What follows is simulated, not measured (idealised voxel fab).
A process module follows: voxel air gaps.
Shown is cross-section cut, with a width of 265 nm and square cells of size 5 nm.
For the purposes of this document, a cross-section shall be understood as a grid of square cells, specified as bands listed in top-to-bottom order, each band consisting of one or more rows of cells. Read a band's entry like this: the first values are the height of its top and the height of its bottom in nm, and what follows is the sequence of materials from left to right, each with its width in nm. Note that "empty" is empty space, and that a single material marked "full width" reaches across the band from edge to edge. Height datum 0, below which the as-received substrate wafer is one material. Lowest band open at the bottom, running downward: "top 0, no bottom". The expression "30 to 40" gives the width at the extremes of the band, the first number at its top row of cells and the second at its bottom row, with the width changing by equal amounts from each row to the next in between. You'll sometimes find "no alterations made" written for a step, and that's the way of saying that nowhere in the cross-section did a cell change during that step. "Entrapped void list" means: voids of 8 cells or more that are shut off from the top with no open way through. Written width x height at distance, distance from the left edge, in nm. Formally, on a step line, whatever follows the settings is a remark that the simulator itself makes on the step. "overlay nm", when on a step's line for a step with a mask, measures how far to the right of its planned place the mask lay; a negative measure means to the left.
Planned step list for the process:
1 op RECEIVE | material Si
2 op CONFORMAL_DEP | material SiO2 | thk nm 10
3 op CONFORMAL_DEP | material SiCN | thk nm 5
4 op DIRECTIONAL_DEP | material lowk | thk nm 40
5 op PATTERN | tone open | mask id LINES | material resist | width nm 20 | pitch nm 45 | thk nm 15 | overlay nm 0
6 op DIRECTIONAL_ETCH | etch materials lowk | depth nm 40
7 op STRIP | etch materials resist
8 op CONFORMAL_DEP | material TiN | thk nm 5
9 op FILL_DEP | material W | thk nm 5
10 op CMP | height nm 55
11 op EPI | material Ru | thk nm 10
12 op SELECTIVE_ETCH | etch materials lowk | depth nm 50
13 op CONFORMAL_DEP | material SiCN | thk nm 5
Delivered wafer in cross-section: state after step 1:
top 0, no bottom: Si full width
Entrapped void list: none
Look at the cross-section after the module: the wafer started out the way shown above and the plan was the one shown above, yet one mistake was made along the way:
top 70, bottom 65: SiCN full width
top 65, bottom 55: Ru full width
top 55, bottom 50: 60 nm TiN, 10 nm W, 35 nm TiN, 10 nm W, 35 nm TiN, 10 nm W, 35 nm TiN, 10 nm W, 60 nm TiN
top 50, bottom 15: 55 nm lowk, 5 nm TiN, 10 nm W, 5 nm TiN, 25 nm lowk, 5 nm TiN, 10 nm W, 5 nm TiN, 25 nm lowk, 5 nm TiN, 10 nm W, 5 nm TiN, 25 nm lowk, 5 nm TiN, 10 nm W, 5 nm TiN, 55 nm lowk
top 15, bottom 10: 55 nm lowk, 20 nm TiN, 25 nm lowk, 20 nm TiN, 25 nm lowk, 20 nm TiN, 25 nm lowk, 20 nm TiN, 55 nm lowk
top 10, bottom 0: SiO2 full width
top 0, no bottom: Si full width
Entrapped void list: none
Misprocessing identified: execution of step 3 of the plan did not take place, the step having been omitted
